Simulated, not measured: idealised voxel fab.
Title: Process Module voxel transistor to metal
In the cross-section labelled cut, the width is 300 nm and each square cell is 5 nm.
Cross-section, as written here: a square-cell grid given band by band from the top down, where a band holds one or more rows of cells. Look at the band entry: it leads with the top's height and the bottom's height in nm. Then it lists the materials left to right, with a width in nm for each. The word "all across" on a single material says that material fills the band edge to edge. The word "blank" is empty space. For the purposes of this specification, 0 denotes the height below which the wafer in its as-received condition is composed wholly of one material, and the lowermost band, lacking a lower limit, extends downward without end, as expressed in "0 and below". The width entry "30->40" should be interpreted row by row: the top row of cells in the band takes the first number, the bottom row takes the second number, and the change between adjacent rows is uniform throughout. "nothing changed", as given for a step, is the statement that not any cell of the cross-section underwent a change during that step. "Enclosed internal voids": sealed empty spaces, 8 cells or more, no open way to top, listed width x height at distance, with distance from the left edge and width, height and distance in nm. On a step's line, text after the settings is the simulator commenting on that step. The optional step-line setting "overlay nm" applies to steps with a mask and quantifies how far to the right of its planned location the mask lay, a negative value indicating leftward placement.

Process steps - plan:
1. RECEIVE (material Si)
2. OXIDIZE (depth nm 5)
3. CONFORMAL_DEP (material SiN; thk nm 15)
4. MASKED_ETCH (tone cover; mask id ACTIVE; width nm 105; pitch nm 130; etch materials SiN; depth nm 15; overlay nm 0)
5. MASKED_ETCH (tone cover; mask id ACTIVE; width nm 105; pitch nm 130; etch materials SiO2; depth nm 5; overlay nm 0)
6. MASKED_ETCH (tone cover; mask id ACTIVE; width nm 105; pitch nm 130; etch materials Si; depth nm 20; overlay nm 0)
7. FILL_DEP (material SiO2; thk nm 10)
8. CMP (height nm 15)
9. SELECTIVE_ETCH (etch materials SiO2; depth nm 5)
10. STRIP (etch materials SiN)
11. SELECTIVE_ETCH (etch materials SiO2; depth nm 5)
12. OXIDIZE (depth nm 5)
13. DIRECTIONAL_DEP (material polySi; thk nm 30)
14. DIRECTIONAL_DEP (material SiCN; thk nm 10)
15. PATTERN (tone cover; mask id GATE; material resist; width nm 15; pitch nm 130; thk nm 20; overlay nm 0)
16. DIRECTIONAL_ETCH (etch materials SiCN; depth nm 20)
17. DIRECTIONAL_ETCH (etch materials polySi; depth nm 40)
18. STRIP (etch materials resist)
19. CONFORMAL_DEP (material SiN; thk nm 10)
20. DIRECTIONAL_ETCH (etch materials SiN; depth nm 10)
21. DIRECTIONAL_ETCH (etch materials SiO2; depth nm 5)
22. DIRECTIONAL_ETCH (etch materials Si; depth nm 10)
23. EPI (material SiGe; thk nm 15)
24. FILL_DEP (material SiO2; thk nm 10)
25. CMP (height nm 35)
26. DIRECTIONAL_DEP (material SiO2; thk nm 15)
27. PATTERN (tone open; mask id CONTACT; material resist; width nm 20; thk nm 20; overlay nm 0)
28. DIRECTIONAL_ETCH (etch materials SiO2; depth nm 45)
29. STRIP (etch materials resist)
30. CONFORMAL_DEP (material TiN; thk nm 5)
31. FILL_DEP (material W; thk nm 5)
32. CMP (height nm 50)
33. DIRECTIONAL_DEP (material TiN; thk nm 5)
34. DIRECTIONAL_DEP (material W; thk nm 20)
35. MASKED_ETCH (tone cover; mask id METAL_1; width nm 20; etch materials W; depth nm 20; overlay nm 0)
36. MASKED_ETCH (tone cover; mask id METAL_1; width nm 20; etch materials TiN; depth nm 5; overlay nm 0)
37. FILL_DEP (material SiO2; thk nm 5)
38. CMP (height nm 75)
39. CONFORMAL_DEP (material SiCN; thk nm 5)
40. DIRECTIONAL_DEP (material lowk; thk nm 30)
41. DIRECTIONAL_DEP (material aC; thk nm 10)
42. PATTERN (tone open; mask id METAL_2; material resist; width nm 20; pitch nm 130; thk nm 30; overlay nm 0)
43. DIRECTIONAL_ETCH (etch materials aC; depth nm 10)
44. STRIP (etch materials resist)
45. DIRECTIONAL_ETCH (etch materials lowk; depth nm 15)
46. STRIP (etch materials aC)
47. DIRECTIONAL_DEP (material aC; thk nm 10)
48. PATTERN (tone open; mask id METAL_2_HOLES; material resist; width nm 15; pitch nm 130; thk nm 25; overlay nm 0)
49. DIRECTIONAL_ETCH (etch materials aC; depth nm 10)
50. STRIP (etch materials resist)
51. DIRECTIONAL_ETCH (etch materials lowk; depth nm 15)
52. DIRECTIONAL_ETCH (etch materials SiCN; depth nm 5)
53. STRIP (etch materials aC)
54. CONFORMAL_DEP (material TiN; thk nm 5)
55. FILL_DEP (material Cu; thk nm 10)
56. CMP (height nm 110)
57. CONFORMAL_DEP (material SiCN; thk nm 5)

Wafer at receipt (post step 1), cross-section:
> 0 and below: Si all across
> Enclosed internal voids: none

End-of-module XS, first of two wafers, run as planned:
> 115 down to 110: SiCN all across
> 110 down to 100: 35 lowk, then 5 TiN, then 10 Cu, then 5 TiN, then 110 lowk, then 5 TiN, then 10 Cu, then 5 TiN, then 115 lowk
> 100 down to 95: 35 lowk, then 5 TiN, then 5 Cu, then 10 TiN, then 110 lowk, then 5 TiN, then 5 Cu, then 10 TiN, then 115 lowk
> 95 down to 80: 35 lowk, then 5 TiN, then 5 Cu, then 5 TiN, then 115 lowk, then 5 TiN, then 5 Cu, then 5 TiN, then 120 lowk
> 80 down to 75: 35 SiCN, then 15 TiN, then 115 SiCN, then 15 TiN, then 120 SiCN
> 75 down to 55: 35 SiO2, then 20 W, then 55 SiO2, then 20 W, then 35 SiO2, then 20 W, then 55 SiO2, then 20 W, then 40 SiO2
> 55 down to 50: 35 SiO2, then 20 TiN, then 55 SiO2, then 20 TiN, then 35 SiO2, then 20 TiN, then 55 SiO2, then 20 TiN, then 40 SiO2
> 50 down to 35: 35 SiO2, then 5 TiN, then 10 W, then 5 TiN, then 55 SiO2, then 5 TiN, then 10 W, then 5 TiN, then 35 SiO2, then 5 TiN, then 10 W, then 5 TiN, then 55 SiO2, then 5 TiN, then 10 W, then 5 TiN, then 40 SiO2
> 35 down to 25: 35 SiO2, then 5 TiN, then 10 W, then 5 TiN, then 10 SiO2, then 10 SiN, then 15 SiCN, then 10 SiN, then 10 SiO2, then 5 TiN, then 10 W, then 5 TiN, then 35 SiO2, then 5 TiN, then 10 W, then 5 TiN, then 10 SiO2, then 10 SiN, then 15 SiCN, then 10 SiN, then 10 SiO2, then 5 TiN, then 10 W, then 5 TiN, then 40 SiO2
> 25 down to 10: 35 SiO2, then 5 TiN, then 10 W, then 5 TiN, then 10 SiO2, then 10 SiN, then 15 polySi, then 10 SiN, then 10 SiO2, then 5 TiN, then 10 W, then 5 TiN, then 35 SiO2, then 5 TiN, then 10 W, then 5 TiN, then 10 SiO2, then 10 SiN, then 15 polySi, then 10 SiN, then 10 SiO2, then 5 TiN, then 10 W, then 5 TiN, then 40 SiO2
> 10 down to 5: 35 SiO2, then 20 TiN, then 10 SiO2, then 10 SiN, then 15 polySi, then 10 SiN, then 10 SiO2, then 20 TiN, then 35 SiO2, then 20 TiN, then 10 SiO2, then 10 SiN, then 15 polySi, then 10 SiN, then 10 SiO2, then 20 TiN, then 40 SiO2
> 5 down to -5: 25 SiO2, then 10 SiN, then 30 SiGe, then 10 SiN, then 15 polySi, then 10 SiN, then 30 SiGe, then 10 SiN, then 15 SiO2, then 10 SiN, then 30 SiGe, then 10 SiN, then 15 polySi, then 10 SiN, then 30 SiGe, then 10 SiN, then 30 SiO2
> -5 down to -10: 35 SiO2, then 30 SiGe, then 35 SiO2, then 30 SiGe, then 35 SiO2, then 30 SiGe, then 35 SiO2, then 30 SiGe, then 40 SiO2
> -10 down to -20: 30 SiO2, then 5 Si, then 30 SiGe, then 35 Si, then 30 SiGe, then 5 Si, then 25 SiO2, then 5 Si, then 30 SiGe, then 35 Si, then 30 SiGe, then 5 Si, then 35 SiO2
> -20 down to -25: 30 SiO2, then 105 Si, then 25 SiO2, then 105 Si, then 35 SiO2
> -25 and below: Si all across
> Enclosed internal voids: none

Wafer two, end of module, cross-section. Same start, same plan as wafer one. One mistake in the run:
> 130 down to 125: SiCN all across
> 125 down to 115: Cu all across
> 115 down to 110: 40 TiN, then 10 Cu, then 120 TiN, then 10 Cu, then 120 TiN
> 110 down to 100: 35 lowk, then 5 TiN, then 10 Cu, then 5 TiN, then 110 lowk, then 5 TiN, then 10 Cu, then 5 TiN, then 115 lowk
> 100 down to 95: 35 lowk, then 5 TiN, then 5 Cu, then 10 TiN, then 110 lowk, then 5 TiN, then 5 Cu, then 10 TiN, then 115 lowk
> 95 down to 80: 35 lowk, then 5 TiN, then 5 Cu, then 5 TiN, then 115 lowk, then 5 TiN, then 5 Cu, then 5 TiN, then 120 lowk
> 80 down to 75: 35 SiCN, then 15 TiN, then 115 SiCN, then 15 TiN, then 120 SiCN
> 75 down to 55: 35 SiO2, then 20 W, then 55 SiO2, then 20 W, then 35 SiO2, then 20 W, then 55 SiO2, then 20 W, then 40 SiO2
> 55 down to 50: 35 SiO2, then 20 TiN, then 55 SiO2, then 20 TiN, then 35 SiO2, then 20 TiN, then 55 SiO2, then 20 TiN, then 40 SiO2
> 50 down to 35: 35 SiO2, then 5 TiN, then 10 W, then 5 TiN, then 55 SiO2, then 5 TiN, then 10 W, then 5 TiN, then 35 SiO2, then 5 TiN, then 10 W, then 5 TiN, then 55 SiO2, then 5 TiN, then 10 W, then 5 TiN, then 40 SiO2
> 35 down to 25: 35 SiO2, then 5 TiN, then 10 W, then 5 TiN, then 10 SiO2, then 10 SiN, then 15 SiCN, then 10 SiN, then 10 SiO2, then 5 TiN, then 10 W, then 5 TiN, then 35 SiO2, then 5 TiN, then 10 W, then 5 TiN, then 10 SiO2, then 10 SiN, then 15 SiCN, then 10 SiN, then 10 SiO2, then 5 TiN, then 10 W, then 5 TiN, then 40 SiO2
> 25 down to 10: 35 SiO2, then 5 TiN, then 10 W, then 5 TiN, then 10 SiO2, then 10 SiN, then 15 polySi, then 10 SiN, then 10 SiO2, then 5 TiN, then 10 W, then 5 TiN, then 35 SiO2, then 5 TiN, then 10 W, then 5 TiN, then 10 SiO2, then 10 SiN, then 15 polySi, then 10 SiN, then 10 SiO2, then 5 TiN, then 10 W, then 5 TiN, then 40 SiO2
> 10 down to 5: 35 SiO2, then 20 TiN, then 10 SiO2, then 10 SiN, then 15 polySi, then 10 SiN, then 10 SiO2, then 20 TiN, then 35 SiO2, then 20 TiN, then 10 SiO2, then 10 SiN, then 15 polySi, then 10 SiN, then 10 SiO2, then 20 TiN, then 40 SiO2
> 5 down to -5: 25 SiO2, then 10 SiN, then 30 SiGe, then 10 SiN, then 15 polySi, then 10 SiN, then 30 SiGe, then 10 SiN, then 15 SiO2, then 10 SiN, then 30 SiGe, then 10 SiN, then 15 polySi, then 10 SiN, then 30 SiGe, then 10 SiN, then 30 SiO2
> -5 down to -10: 35 SiO2, then 30 SiGe, then 35 SiO2, then 30 SiGe, then 35 SiO2, then 30 SiGe, then 35 SiO2, then 30 SiGe, then 40 SiO2
> -10 down to -20: 30 SiO2, then 5 Si, then 30 SiGe, then 35 Si, then 30 SiGe, then 5 Si, then 25 SiO2, then 5 Si, then 30 SiGe, then 35 Si, then 30 SiGe, then 5 Si, then 35 SiO2
> -20 down to -25: 30 SiO2, then 105 Si, then 25 SiO2, then 105 Si, then 35 SiO2
> -25 and below: Si all across
> Enclosed internal voids: none
Diagnosis: plan step 56: skipped, not run
Upon completion, the second wafer contains, in terms of cells, a greater or smaller amount of certain materials than the first wafer: Cu: 124 more, TiN: 56 more
